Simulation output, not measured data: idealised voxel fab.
process module | voxel self aligned vias
cross-section cut | 235 nm wide | cells 5 nm
A cross-section is a grid of square cells, given in bands from the top down. A band is one or more rows of cells.
Each band's line starts with the height of the band's top and of its bottom, in nm. Then come its materials from left to right, each with its width in nm. One material with "throughout" fills the band from edge to edge. "air" is empty space.
Height 0 is the level under which the wafer as received is all one material. The lowest band goes on downwards, as in "0 down".
A width such as "30 to 40" changes by the same amount from each row of cells to the next, from the band's top row to its bottom row.
"no change" after a step means that no cell of the cross-section changed.
closed voids: empty space of 8 cells or more with no open way to the top, each as width x height at its distance from the left edge, in nm
after a step's settings: what the simulator itself notes on the step
overlay nm, on a step with a mask: how far to the right of its planned place the mask lay; to the left if negative
plan
1 op RECEIVE | material Si
2 op CONFORMAL_DEP | material SiO2 | thk nm 10
3 op CONFORMAL_DEP | material SiCN | thk nm 5
4 op DIRECTIONAL_DEP | material lowk | thk nm 25
5 op DIRECTIONAL_DEP | material aC | thk nm 15
6 op PATTERN | tone open | mask id LINES | material resist | width nm 20 | pitch nm 50 | thk nm 35 | overlay nm 0
7 op DIRECTIONAL_ETCH | etch materials aC | depth nm 15
8 op STRIP | etch materials resist
9 op DIRECTIONAL_ETCH | etch materials lowk | depth nm 25
10 op STRIP | etch materials aC
11 op CONFORMAL_DEP | material TiN | thk nm 5
12 op FILL_DEP | material Ru | thk nm 5
13 op CMP | height nm 40
14 op SELECTIVE_ETCH | etch materials W Ru TiN | depth nm 5
15 op FILL_DEP | material SiN | thk nm 5
16 op CMP | height nm 40
17 op DIRECTIONAL_DEP | material lowk | thk nm 20
18 op DIRECTIONAL_DEP | material aC | thk nm 15
19 op PATTERN | tone open | mask id VIAS | material resist | width nm 30 | thk nm 30 | overlay nm 0
20 op DIRECTIONAL_ETCH | etch materials aC | depth nm 15
21 op STRIP | etch materials resist
22 op DIRECTIONAL_ETCH | etch materials lowk | depth nm 20
23 op DIRECTIONAL_ETCH | etch materials SiN | depth nm 5
24 op STRIP | etch materials aC
25 op CONFORMAL_DEP | material TiN | thk nm 5
26 op FILL_DEP | material Ru | thk nm 5
27 op CMP | height nm 60
28 op CONFORMAL_DEP | material SiCN | thk nm 5
first wafer, as planned
as received, after step 1
  0 down: Si throughout
  closed voids: none
after step 2
  10 to 0: SiO2 throughout
  below 0: unchanged
after step 3
  15 to 10: SiCN throughout
  below 10: unchanged
after step 4
  40 to 15: lowk throughout
  below 15: unchanged
after step 5
  55 to 40: aC throughout
  below 40: unchanged
after step 6
  90 to 55: resist 80 | air 20 | resist 30 | air 20 | resist 85
  below 55: unchanged
after step 7
  75 to 55: resist 80 | air 20 | resist 30 | air 20 | resist 85
  55 to 40: aC 80 | air 20 | aC 30 | air 20 | aC 85
  below 40: unchanged
after step 8
  55 to 40: aC 80 | air 20 | aC 30 | air 20 | aC 85
  below 40: unchanged
after step 9
  55 to 40: aC 80 | air 20 | aC 30 | air 20 | aC 85
  40 to 15: lowk 80 | air 20 | lowk 30 | air 20 | lowk 85
  below 15: unchanged
after step 10
  40 to 15: lowk 80 | air 20 | lowk 30 | air 20 | lowk 85
  below 15: unchanged
after step 11
  45 to 40: TiN 85 | air 10 | TiN 40 | air 10 | TiN 90
  40 to 20: lowk 80 | TiN 5 | air 10 | TiN 5 | lowk 30 | TiN 5 | air 10 | TiN 5 | lowk 85
  20 to 15: lowk 80 | TiN 20 | lowk 30 | TiN 20 | lowk 85
  below 15: unchanged
after step 12
  50 to 45: Ru throughout
  45 to 40: TiN 85 | Ru 10 | TiN 40 | Ru 10 | TiN 90
  40 to 20: lowk 80 | TiN 5 | Ru 10 | TiN 5 | lowk 30 | TiN 5 | Ru 10 | TiN 5 | lowk 85
  below 20: unchanged
after step 13
  40 to 20: lowk 80 | TiN 5 | Ru 10 | TiN 5 | lowk 30 | TiN 5 | Ru 10 | TiN 5 | lowk 85
  below 20: unchanged
after step 14
  40 to 35: lowk 80 | air 20 | lowk 30 | air 20 | lowk 85
  below 35: unchanged
after step 15
  45 to 40: SiN throughout
  40 to 35: lowk 80 | SiN 20 | lowk 30 | SiN 20 | lowk 85
  below 35: unchanged
after step 16
  40 to 35: lowk 80 | SiN 20 | lowk 30 | SiN 20 | lowk 85
  below 35: unchanged
after step 17
  60 to 40: lowk throughout
  below 40: unchanged
after step 18
  75 to 60: aC throughout
  below 60: unchanged
after step 19
  105 to 75: resist 75 | air 30 | resist 130
  below 75: unchanged
after step 20
  90 to 75: resist 75 | air 30 | resist 130
  75 to 60: aC 75 | air 30 | aC 130
  below 60: unchanged
after step 21
  75 to 60: aC 75 | air 30 | aC 130
  below 60: unchanged
after step 22
  75 to 60: aC 75 | air 30 | aC 130
  60 to 40: lowk 75 | air 30 | lowk 130
  below 40: unchanged
after step 23
  75 to 60: aC 75 | air 30 | aC 130
  60 to 40: lowk 75 | air 30 | lowk 130
  40 to 35: lowk 80 | air 20 | lowk 30 | SiN 20 | lowk 85
  below 35: unchanged
after step 24
  60 to 40: lowk 75 | air 30 | lowk 130
  below 40: unchanged
after step 25
  65 to 60: TiN 80 | air 20 | TiN 135
  60 to 45: lowk 75 | TiN 5 | air 20 | TiN 5 | lowk 130
  45 to 40: lowk 75 | TiN 10 | air 10 | TiN 10 | lowk 130
  40 to 35: lowk 80 | TiN 20 | lowk 30 | SiN 20 | lowk 85
  below 35: unchanged
after step 26
  70 to 65: Ru throughout
  65 to 60: TiN 80 | Ru 20 | TiN 135
  60 to 45: lowk 75 | TiN 5 | Ru 20 | TiN 5 | lowk 130
  45 to 40: lowk 75 | TiN 10 | Ru 10 | TiN 10 | lowk 130
  below 40: unchanged
after step 27
  60 to 45: lowk 75 | TiN 5 | Ru 20 | TiN 5 | lowk 130
  below 45: unchanged
after step 28
  65 to 60: SiCN throughout
  below 60: unchanged
second wafer: like start, like plan, one mistake. Through step 21 it matches the first wafer
when step 22 should have ended
  75 to 60: aC 75 | air 30 | aC 130
  60 to 40: lowk 75 | air 30 | lowk 130
  40 to 35: lowk 75 | air 5 | SiN 20 | air 5 | lowk 25 | SiN 20 | lowk 85
  35 to 20: lowk 75 | air 5 | TiN 5 | Ru 10 | TiN 5 | air 5 | lowk 25 | TiN 5 | Ru 10 | TiN 5 | lowk 85
  below 20: unchanged
when step 23 should have ended
  75 to 60: aC 75 | air 30 | aC 130
  60 to 40: lowk 75 | air 30 | lowk 130
  40 to 35: lowk 75 | air 30 | lowk 25 | SiN 20 | lowk 85
  below 35: unchanged
when step 24 should have ended
  60 to 40: lowk 75 | air 30 | lowk 130
  below 40: unchanged
when step 25 should have ended
  65 to 60: TiN 80 | air 20 | TiN 135
  60 to 40: lowk 75 | TiN 5 | air 20 | TiN 5 | lowk 130
  40 to 35: lowk 75 | TiN 30 | lowk 25 | SiN 20 | lowk 85
  35 to 20: lowk 75 | TiN 10 | Ru 10 | TiN 10 | lowk 25 | TiN 5 | Ru 10 | TiN 5 | lowk 85
  below 20: unchanged
when step 26 should have ended
  70 to 65: Ru throughout
  65 to 60: TiN 80 | Ru 20 | TiN 135
  60 to 40: lowk 75 | TiN 5 | Ru 20 | TiN 5 | lowk 130
  below 40: unchanged
when step 27 should have ended
  60 to 40: lowk 75 | TiN 5 | Ru 20 | TiN 5 | lowk 130
  below 40: unchanged
when step 28 should have ended
  65 to 60: SiCN throughout
  below 60: unchanged
what went wrong: step 22 was run twice
at the end the second wafer has, in cells: 2 more of Ru | 6 more of TiN | 8 fewer of lowk
